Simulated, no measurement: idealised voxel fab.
The name of this process module is voxel quadruple lines.
Square cell edge 5 nm, section width 260 nm, ID cut.
We lay out every cross-section as a grid of square cells and spell it out in bands from the top down, where one band means one or more rows of cells.
It is stipulated that each band's entry specify, in nanometres, the height of the top of the band and then that of its bottom, followed by the materials of the band in left-to-right sequence, each together with its width in nanometres. A single material marked by the word "edge to edge" is understood to fill the band from edge to edge; the word "air" is understood to denote empty space.
Basically, 0 is our baseline, since under it the wafer straight out of the box is all one material. The bottom band has no lower end and keeps on going down, so it looks like "from 0 down".
Graded width ("30->40"): value in top row of band = first number; value in bottom row = second number; row-to-row change constant.
The designation "no modification", where it is given for a processing step, indicates that no cell of the cross-section was altered in the course of that step.
You'll see "Catalogued sealed voids" listing empty spaces that have no way open to the top, as long as they're 8 cells or more; the notation is width x height at distance, where the distance is from the left edge, and all of it is in nm.
Text after the settings on a step's line: the simulator's own remark on that step.
If you see "overlay nm" on a step's line and that step has a mask, it's telling you how far right of where it was planned the mask ended up; a negative number means it went left instead.

## Process steps (planned)
1,RECEIVE: material Si
2,CONFORMAL_DEP: material Al2O3, thk nm 5
3,DIRECTIONAL_DEP: material Ru, thk nm 10
4,DIRECTIONAL_DEP: material polySi, thk nm 15
5,DIRECTIONAL_DEP: material aC, thk nm 25
6,PATTERN: tone cover, mask id MANDREL, material resist, width nm 30, pitch nm 80, thk nm 35, overlay nm -15
7,DIRECTIONAL_ETCH: etch materials aC, depth nm 25
8,STRIP: etch materials resist
9,CONFORMAL_DEP: material SiO2, thk nm 10
10,DIRECTIONAL_ETCH: etch materials SiO2, depth nm 10
11,STRIP: etch materials aC
12,DIRECTIONAL_ETCH: etch materials polySi, depth nm 15
13,STRIP: etch materials SiO2
14,CONFORMAL_DEP: material SiCN, thk nm 10
15,DIRECTIONAL_ETCH: etch materials SiCN, depth nm 10
16,STRIP: etch materials polySi
17,DIRECTIONAL_ETCH: etch materials Ru, depth nm 10
18,STRIP: etch materials SiCN
Across this set of wafers, the varied parameter is the overlay nm of step 6. Starting conditions are identical for every wafer, and the plan reports the value assigned to the first wafer.

## Cross-section of the first of several wafers as received (after step 1)
from 0 down | Si edge to edge
Catalogued sealed voids: none

## Depicted here is the first of several wafers in cross-section, at module completion following the last step, step 18
from 15 to 5 | air: 40  Ru: 10  air: 10  Ru: 10  air: 10  Ru: 10  air: 10  Ru: 10  air: 10  Ru: 10  air: 10  Ru: 10  air: 10  Ru: 10  air: 10  Ru: 10  air: 70
from 5 to 0 | Al2O3 edge to edge
from 0 down | Si edge to edge
Catalogued sealed voids: none

## Last-wafer cross-section at the end of the module
from 15 to 5 | air: 70  Ru: 10  air: 10  Ru: 10  air: 10  Ru: 10  air: 10  Ru: 10  air: 10  Ru: 10  air: 10  Ru: 10  air: 10  Ru: 10  air: 10  Ru: 10  air: 40
from 5 to 0 | Al2O3 edge to edge
from 0 down | Si edge to edge
Catalogued sealed voids: none

## For your reference, the table is organized with a row per wafer; each row reflects the wafer at the end of the module, indicating for each material the cells gained (+) or lost (-) since receipt, and thereafter its closed voids
overlay nm -15 | +52 Al2O3 | +32 Ru | Catalogued sealed voids: none
overlay nm -10 | +52 Al2O3 | +32 Ru | Catalogued sealed voids: none
overlay nm -5 | +52 Al2O3 | +32 Ru | Catalogued sealed voids: none
overlay nm 0 | +52 Al2O3 | +32 Ru | Catalogued sealed voids: none
overlay nm 5 | +52 Al2O3 | +32 Ru | Catalogued sealed voids: none
overlay nm 10 | +52 Al2O3 | +32 Ru | Catalogued sealed voids: none
overlay nm 15 | +52 Al2O3 | +32 Ru | Catalogued sealed voids: none
